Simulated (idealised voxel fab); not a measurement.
The following process module bears the name voxel self aligned contacts.
Section cut is 210 nm wide and gridded with 5 nm square cells.
Reading order for cross-sections: top band down to bottom band. Underlying form: a grid of square cells. Band size: one or more rows of cells.
A band entry consists of two parts. The first gives the height of the band's top and the height of its bottom, in nm. The rest lists the band's materials from left to right, each with its width in nm. A single material labelled with the word "all across" fills the band from edge to edge, and the word "blank" marks empty space.
Where do heights start? At 0: under that level the wafer as delivered is made of one material only. And the lowest band has no floor; it just carries on downward, as in "0 and below".
Per-row width for "30->40": begins at first number (top row of band), ends at second number (bottom row), increment between rows held constant.
Basically "remains unaltered" means that step didn't change any cell in the cross-section.
Look at "Enclosed void catalog" for the closed voids: empty spaces with no open path to the top, sized 8 cells or up. Each is width x height at distance, distance from the left edge, all nm.
Read whatever lies past the settings on a step's line as the simulator's own remark about the step.
Steps that use a mask can have "overlay nm" on their line. It says how far the mask sat to the right of where it was meant to be. Negative means to the left.
### Below is the list of planned process steps
1) RECEIVE [material Si]
2) OXIDIZE [depth nm 5]
3) DIRECTIONAL_DEP [material polySi] [thk nm 25]
4) DIRECTIONAL_DEP [material SiN] [thk nm 20]
5) PATTERN [tone cover] [mask id GATE] [material resist] [width nm 30] [pitch nm 55] [thk nm 15] [overlay nm 0]
6) DIRECTIONAL_ETCH [etch materials SiN] [depth nm 20]
7) DIRECTIONAL_ETCH [etch materials polySi] [depth nm 25]
8) STRIP [etch materials resist]
9) CONFORMAL_DEP [material SiN] [thk nm 5]
10) DIRECTIONAL_ETCH [etch materials SiN] [depth nm 5]
11) FILL_DEP [material SiO2] [thk nm 15]
12) CMP [height nm 55]
13) PATTERN [tone open] [mask id CONTACT] [material resist] [width nm 35] [pitch nm 55] [thk nm 15] [overlay nm 0]
14) DIRECTIONAL_ETCH [etch materials SiO2] [depth nm 60]
15) STRIP [etch materials resist]
16) CONFORMAL_DEP [material TiN] [thk nm 5]
17) FILL_DEP [material W] [thk nm 10]
18) CMP [height nm 55]
19) CONFORMAL_DEP [material SiCN] [thk nm 5]
### as received, after step 1
	0 and below = Si all across
	Enclosed void catalog: none
### Starting structure and process plan are as shown above, but one mistake was made in running the module; the wafer cross-section at the end of the module follows
	60 down to 55 = SiCN all across
	55 down to 45 = 60 SiO2 / 5->15 TiN / 25->5 W / 5->15 TiN / 20 SiO2 / 5->15 TiN / 25->5 W / 5->15 TiN / 60 SiO2
	45 down to 25 = 30 SiO2 / 40 SiN / 5 TiN / 5 W / 5 TiN / 40 SiN / 5 TiN / 5 W / 5 TiN / 40 SiN / 30 SiO2
	25 down to 10 = 30 SiO2 / 5 SiN / 30 polySi / 5 SiN / 5 TiN / 5 W / 5 TiN / 5 SiN / 30 polySi / 5 SiN / 5 TiN / 5 W / 5 TiN / 5 SiN / 30 polySi / 5 SiN / 30 SiO2
	10 down to 5 = 30 SiO2 / 5 SiN / 30 polySi / 5 SiN / 15 TiN / 5 SiN / 30 polySi / 5 SiN / 15 TiN / 5 SiN / 30 polySi / 5 SiN / 30 SiO2
	5 down to 0 = 35 SiN / 30 polySi / 25 SiN / 30 polySi / 25 SiN / 30 polySi / 35 SiN
	0 down to -5 = SiO2 all across
	-5 and below = Si all across
	Enclosed void catalog: none
Deviation from plan: ran 9 and 10 in swapped order versus the plan
